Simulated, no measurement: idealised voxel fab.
You're looking at the process module voxel ribs on slabs.
This is section cut - it's 235 nm across, gridded in 5 nm square cells.
Cross-section = grid of square cells, listed top down in bands; band = one or more rows. Quick guide to a band line: top height, bottom height (nm) up front; then every material left to right with its width in nm. Only one material and it's marked "everywhere"? Then it fills the band edge to edge. And "air" just means empty space. For the purposes of this specification, 0 denotes the height below which the wafer in its as-received condition is composed wholly of one material, and the lowermost band, lacking a lower limit, extends downward without end, as expressed in "top 0, no bottom". Read "30 to 40" as a graded width: first number on top, second number at the bottom, same change between each pair of neighbouring rows. The designation "remains unaltered", where it is given for a processing step, indicates that no cell of the cross-section was altered in the course of that step. "Unvented voids" specifies each empty space that is not open to the top and that occupies no fewer than 8 cells, using the form width x height at distance, the distance measured from the left edge and all three quantities in nm. Anything after a step's settings on that line? It's the simulator's own note about the step. overlay nm, on a step with a mask: how far to the right of its planned place the mask lay; to the left if negative.

-- Steps in the process plan
1,RECEIVE (material Si)
2,DIRECTIONAL_DEP (material SiO2; thk nm 20)
3,DIRECTIONAL_DEP (material SiN; thk nm 25)
4,DIRECTIONAL_DEP (material aC; thk nm 15)
5,PATTERN (tone cover; mask id RIB; material resist; width nm 30; thk nm 35; overlay nm 0)
6,DIRECTIONAL_ETCH (etch materials aC; depth nm 15)
7,STRIP (etch materials resist)
8,DIRECTIONAL_ETCH (etch materials SiN; depth nm 5)
9,STRIP (etch materials aC)
10,MASKED_ETCH (tone cover; mask id SLAB; width nm 60; etch materials SiN; depth nm 20; overlay nm 0)
11,FILL_DEP (material SiO2; thk nm 15)
12,CMP (height nm 55)
13,DIRECTIONAL_DEP (material TiN; thk nm 5)
14,PATTERN (tone cover; mask id HEATER; material resist; width nm 40; thk nm 20; overlay nm 0)
15,DIRECTIONAL_ETCH (etch materials TiN; depth nm 5)
16,STRIP (etch materials resist)
17,CONFORMAL_DEP (material SiN; thk nm 5)

-- Here's what the wafer looked like in cross-section when it arrived - that's after step 1
	top 0, no bottom = Si everywhere
	Unvented voids: none

-- first wafer at the end, as planned
	top 65, bottom 60 = air 90  SiN 50  air 95
	top 60, bottom 55 = SiN 95  TiN 40  SiN 100
	top 55, bottom 45 = SiO2 everywhere
	top 45, bottom 40 = SiO2 100  SiN 30  SiO2 105
	top 40, bottom 20 = SiO2 85  SiN 60  SiO2 90
	top 20, bottom 0 = SiO2 everywhere
	top 0, no bottom = Si everywhere
	Unvented voids: none

-- Cross-sectional view of the second of two wafers upon completion of the module. This wafer shared its starting condition and process plan with the first; one error was made during its execution
	top 65, bottom 60 = air 85  SiN 60  air 90
	top 60, bottom 55 = SiN 90  TiN 50  SiN 95
	top 55, bottom 45 = SiO2 everywhere
	top 45, bottom 40 = SiO2 100  SiN 30  SiO2 105
	top 40, bottom 20 = SiO2 85  SiN 60  SiO2 90
	top 20, bottom 0 = SiO2 everywhere
	top 0, no bottom = Si everywhere
	Unvented voids: none
The plan and the run diverged here: it should be noted that step 14 was executed with settings other than those planned, the operation and settings actually applied being PATTERN (tone cover; mask id HEATER; material resist; width nm 50; thk nm 20; overlay nm 0)
The final cell counts differ between the wafers, with the second having more or fewer of some materials than the first: TiN: 2 more
